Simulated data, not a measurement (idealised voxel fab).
Process module, titled voxel transistor to metal
The cross-section shown here is cut; it is 160 nm wide and divided into square cells measuring 5 nm on a side.
This document writes a cross-section as a grid whose cells are square, and gives it as bands, listed from the top down; one or more rows of cells form a band. First you get the band's top height and its bottom height, in nm, and then the materials it's made of, left to right, with each width in nm. If you see a single material with "all across", that one covers the band edge to edge. "air" is empty space. Heights are measured from 0, the level below which the as-received wafer is all one material; the lowest band has no bottom and continues downward, written as in "z 0 and below". Think of "30..40" as a width that walks from the first number to the second as you go down the band, top row to bottom row, taking equal-sized steps from row to row. "same as before" for a step: no cell of the cross-section changed in that step. Listed in "Sealed void listing": every empty space of 8 or more cells without an open way to the top. Form: width x height at distance, the distance being from the left edge, all in nm. If you see something after the settings on a step's line, that's the simulator's own remark about that step. The optional step-line setting "overlay nm" applies to steps with a mask and quantifies how far to the right of its planned location the mask lay, a negative value indicating leftward placement.
-- The process steps that were planned are listed below
1: RECEIVE,material Si
2: OXIDIZE,depth nm 5
3: CONFORMAL_DEP,material SiN,thk nm 10
4: DIRECTIONAL_DEP,material aC,thk nm 15
5: PATTERN,tone cover,mask id ACTIVE,material resist,width nm 115,thk nm 35,overlay nm 0
6: DIRECTIONAL_ETCH,etch materials aC,depth nm 15
7: STRIP,etch materials resist
8: DIRECTIONAL_ETCH,etch materials SiN,depth nm 10
9: DIRECTIONAL_ETCH,etch materials SiO2,depth nm 5
10: DIRECTIONAL_ETCH,etch materials Si,depth nm 30
11: STRIP,etch materials aC
12: OXIDIZE,depth nm 5
13: FILL_DEP,material SiO2,thk nm 10
14: CMP,height nm 10
15: SELECTIVE_ETCH,etch materials SiO2,depth nm 5
16: STRIP,etch materials SiN
17: SELECTIVE_ETCH,etch materials SiO2,depth nm 5
18: OXIDIZE,depth nm 5
19: DIRECTIONAL_DEP,material polySi,thk nm 20
20: DIRECTIONAL_DEP,material SiCN,thk nm 5
21: DIRECTIONAL_DEP,material aC,thk nm 15
22: PATTERN,tone cover,mask id GATE,material resist,width nm 15,thk nm 30,overlay nm 0
23: DIRECTIONAL_ETCH,etch materials aC,depth nm 15
24: STRIP,etch materials resist
25: DIRECTIONAL_ETCH,etch materials SiCN,depth nm 20
26: DIRECTIONAL_ETCH,etch materials polySi,depth nm 30
27: STRIP,etch materials aC
28: CONFORMAL_DEP,material SiN,thk nm 10
29: DIRECTIONAL_ETCH,etch materials SiN,depth nm 10
30: DIRECTIONAL_ETCH,etch materials SiO2,depth nm 5
31: DIRECTIONAL_ETCH,etch materials Si,depth nm 5
32: EPI,material nSi,thk nm 10
33: FILL_DEP,material SiO2,thk nm 5
34: CMP,height nm 25
35: DIRECTIONAL_DEP,material SiO2,thk nm 15
36: PATTERN,tone open,mask id CONTACT,material resist,width nm 35,pitch nm 60,thk nm 20,overlay nm 0
37: DIRECTIONAL_ETCH,etch materials SiO2,depth nm 45
38: STRIP,etch materials resist
39: CONFORMAL_DEP,material TiN,thk nm 5
40: FILL_DEP,material W,thk nm 5
41: CMP,height nm 40
42: CONFORMAL_DEP,material SiCN,thk nm 5
43: DIRECTIONAL_DEP,material lowk,thk nm 15
44: MASKED_ETCH,tone open,mask id METAL_1,width nm 20,pitch nm 75,etch materials lowk,depth nm 15,overlay nm 0
45: MASKED_ETCH,tone open,mask id METAL_1,width nm 20,pitch nm 75,etch materials SiCN,depth nm 5,overlay nm 0
46: CONFORMAL_DEP,material TiN,thk nm 5
47: FILL_DEP,material Cu,thk nm 5
48: CMP,height nm 60
49: EPI,material Ru,thk nm 5
50: FILL_DEP,material SiCN,thk nm 5
varied across the wafers: thk nm of step 20. The plan shows the first wafer's value. All wafers start alike
-- The first of several wafers as received, shown in cross-section; this is its state after step 1
> z 0 and below = Si all across
> Sealed void listing: none
-- Below, a row for every wafer. Read it as the end-of-module picture: for each material the wafer shows its cells gained (+) or lost (-) since it was received, and then its closed voids
thk nm 5 | +12 Cu | +12 Ru | -144 Si | +79 SiCN | +24 SiN | +217 SiO2 | +66 TiN | +66 W | +72 lowk | +32 nSi | +12 polySi | Sealed void listing: none
thk nm 10 | +12 Cu | +12 Ru | -144 Si | +82 SiCN | +28 SiN | +212 SiO2 | +66 TiN | +64 W | +72 lowk | +32 nSi | +12 polySi | Sealed void listing: none
thk nm 15 | +12 Cu | +12 Ru | -144 Si | +82 SiCN | +28 SiN | +212 SiO2 | +66 TiN | +64 W | +72 lowk | +32 nSi | +12 polySi | Sealed void listing: none
thk nm 20 | +12 Cu | +12 Ru | -144 Si | +82 SiCN | +28 SiN | +212 SiO2 | +66 TiN | +64 W | +72 lowk | +32 nSi | +12 polySi | Sealed void listing: none
thk nm 25 | +12 Cu | +12 Ru | -130 Si | +111 SiCN | +8 SiN | +161 SiO2 | +46 TiN | +28 W | +72 lowk | +128 polySi | Sealed void listing: none
